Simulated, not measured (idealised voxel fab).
Process module, titled voxel self aligned contacts
The cross-section on display is named cut; it measures 175 nm wide, and its cells are 5 nm squares.
Square cells in a grid make up a cross-section in this document, and the grid is given as bands, listed from the top down, each one or more rows of cells. Per band: top height and bottom height in nm, followed by the left-to-right materials and their widths in nm; "everywhere" marks a single material spanning edge to edge, "blank" marks empty space. Zero point of the height axis is 0; under it, received wafer = one material. Lowest band: continues down indefinitely, "from 0 down". You'd read "30 to 40" like this: the band's top row of cells is as wide as the first number, its bottom row is as wide as the second, and going down, every row changes width by the same amount as the row before did. Step note "no change occurred" = no cross-section cell changed. The entry "Catalogued sealed voids" lists the empty spaces that cover at least 8 cells and have no open path to the top. Each is written as width x height at distance, where the distance is measured from the left edge and all three values are in nm. Whatever follows a step's settings on its line is a remark the simulator itself makes about that step. The optional step-line setting "overlay nm" applies to steps with a mask and quantifies how far to the right of its planned location the mask lay, a negative value indicating leftward placement.

**The planned process steps are enumerated hereunder**
1: RECEIVE (material Si)
2: CONFORMAL_DEP (material SiO2; thk nm 5)
3: DIRECTIONAL_DEP (material polySi; thk nm 20)
4: DIRECTIONAL_DEP (material SiN; thk nm 20)
5: MASKED_ETCH (tone cover; mask id GATE; width nm 35; pitch nm 65; etch materials SiN; depth nm 20; overlay nm 0)
6: MASKED_ETCH (tone cover; mask id GATE; width nm 35; pitch nm 65; etch materials polySi; depth nm 20; overlay nm -15)
7: CONFORMAL_DEP (material SiN; thk nm 5)
8: DIRECTIONAL_ETCH (etch materials SiN; depth nm 5)
9: FILL_DEP (material SiO2; thk nm 10)
10: CMP (height nm 50)
11: PATTERN (tone open; mask id CONTACT; material resist; width nm 40; thk nm 20; overlay nm 0)
12: DIRECTIONAL_ETCH (etch materials SiO2; depth nm 50)
13: STRIP (etch materials resist)
14: CONFORMAL_DEP (material TiN; thk nm 5)
15: FILL_DEP (material W; thk nm 10)
16: CMP (height nm 50)
17: CONFORMAL_DEP (material SiN; thk nm 5)
For this document, wafers share an identical start and vary in the step 6 overlay nm; the plan quotes the first wafer's value.

**After step 1, as received: first of several wafers, cross-section**
* from 0 down: Si everywhere
* Catalogued sealed voids: none

**So in this table every wafer gets its own row, and what you see is where it stands at the end of the module: for each material, how many cells it picked up (+) or gave up (-) since we received it, and after that its closed voids**
overlay nm -15 | +123 SiN | +153 SiO2 | +21 TiN | +8 W | +80 polySi | Catalogued sealed voids: none
overlay nm -10 | +123 SiN | +156 SiO2 | +26 TiN | +8 W | +72 polySi | Catalogued sealed voids: none
overlay nm -5 | +123 SiN | +159 SiO2 | +26 TiN | +13 W | +64 polySi | Catalogued sealed voids: none
overlay nm 0 | +123 SiN | +162 SiO2 | +26 TiN | +18 W | +56 polySi | Catalogued sealed voids: none
overlay nm 5 | +123 SiN | +159 SiO2 | +26 TiN | +13 W | +64 polySi | Catalogued sealed voids: none
overlay nm 10 | +123 SiN | +156 SiO2 | +26 TiN | +8 W | +72 polySi | Catalogued sealed voids: none
overlay nm 15 | +123 SiN | +153 SiO2 | +21 TiN | +8 W | +80 polySi | Catalogued sealed voids: none
